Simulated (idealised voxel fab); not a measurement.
The name of this process module is voxel gate over fins.
Cross-sectional view cut (width: 255 nm; square cell size: 5 nm).
Cross-section = grid of square cells, listed top down in bands; band = one or more rows.
A band entry consists of two parts. The first gives the height of the band's top and the height of its bottom, in nm. The rest lists the band's materials from left to right, each with its width in nm. A single material labelled with the word "everywhere" fills the band from edge to edge, and the word "air" marks empty space.
Measure heights from 0. That's the level where, below it, the as-received wafer is all one material. The lowest band is bottomless and extends downward; write it as in "0 down".
A width such as "30->40" changes by the same amount from each row of cells to the next, from the band's top row to its bottom row.
Given "nothing got changed" for a step, no cell of the cross-section differs between before and after that step.
The entry "Encapsulated voids" lists the empty spaces that cover at least 8 cells and have no open path to the top. Each is written as width x height at distance, where the distance is measured from the left edge and all three values are in nm.
Note: text after step settings on the step line = simulator remark on that step.
What "overlay nm" on a step's line means: if the step has a mask, that mask lay this far to the right of its planned place, or, when the value is negative, to the left.

## Set out below are the planned steps of the process
1) RECEIVE,material Si
2) CONFORMAL_DEP,material SiN,thk nm 5
3) DIRECTIONAL_DEP,material aC,thk nm 10
4) PATTERN,tone cover,mask id FINS,material resist,width nm 15,pitch nm 50,thk nm 25,overlay nm 0
5) DIRECTIONAL_ETCH,etch materials aC,depth nm 10
6) STRIP,etch materials resist
7) DIRECTIONAL_ETCH,etch materials SiN,depth nm 5
8) DIRECTIONAL_ETCH,etch materials Si,depth nm 30
9) STRIP,etch materials aC
10) FILL_DEP,material SiO2,thk nm 15
11) CMP,height nm 5
12) MASKED_ETCH,tone open,mask id RAIL,width nm 15,etch materials SiO2,depth nm 30,overlay nm 0
13) CONFORMAL_DEP,material TiN,thk nm 5
14) FILL_DEP,material W,thk nm 10
15) CMP,height nm 5
16) SELECTIVE_ETCH,etch materials W Ru TiN,depth nm 25
17) FILL_DEP,material SiO2,thk nm 5
18) CMP,height nm 5
19) SELECTIVE_ETCH,etch materials SiO2,depth nm 15
20) STRIP,etch materials SiN
21) CONFORMAL_DEP,material HfO2,thk nm 5
22) CONFORMAL_DEP,material TiN,thk nm 5
23) CONFORMAL_DEP,material TiAl,thk nm 5
24) CONFORMAL_DEP,material TiN,thk nm 5
25) FILL_DEP,material W,thk nm 15
26) CMP,height nm 30
27) CONFORMAL_DEP,material SiN,thk nm 5

## So this is the incoming wafer in cross-section - it's already been through step 1
- 0 down  Si everywhere
- Encapsulated voids: none

## Wafer cross-section at end of module: start and plan as shown above, one execution error
- 35 to 30  SiN everywhere
- 30 to 20  W everywhere
- 20 to 15  W: 50, TiN: 155, W: 50
- 15 to 10  W: 50, TiN: 5, TiAl: 45, TiN: 5, TiAl: 45, TiN: 5, TiAl: 45, TiN: 5, W: 50
- 10 to 5  TiN: 55, TiAl: 5, TiN: 35, TiAl: 5, TiN: 5, TiAl: 5, TiN: 35, TiAl: 5, TiN: 5, TiAl: 5, TiN: 35, TiAl: 5, TiN: 55
- 5 to 0  TiAl: 60, TiN: 5, HfO2: 25, TiN: 5, TiAl: 15, TiN: 5, HfO2: 25, TiN: 5, TiAl: 15, TiN: 5, HfO2: 25, TiN: 5, TiAl: 60
- 0 to -5  TiN: 65, HfO2: 5, Si: 15, HfO2: 5, TiN: 25, HfO2: 5, Si: 15, HfO2: 5, TiN: 25, HfO2: 5, Si: 15, HfO2: 5, TiN: 65
- -5 to -10  HfO2: 70, Si: 15, HfO2: 35, Si: 15, HfO2: 35, Si: 15, HfO2: 70
- -10 to -20  SiO2: 70, Si: 15, SiO2: 35, Si: 15, SiO2: 35, Si: 15, SiO2: 70
- -20 to -25  TiN: 70, Si: 15, TiN: 10, SiO2: 15, TiN: 10, Si: 15, TiN: 35, Si: 15, TiN: 70
- -25 to -30  SiO2: 70, Si: 15, SiO2: 35, Si: 15, SiO2: 35, Si: 15, SiO2: 70
- -30 down  Si everywhere
- Encapsulated voids: none
What was the processing mistake? step 12 was not run as planned; what actually ran was MASKED_ETCH,tone cover,mask id RAIL,width nm 15,etch materials SiO2,depth nm 30,overlay nm 0
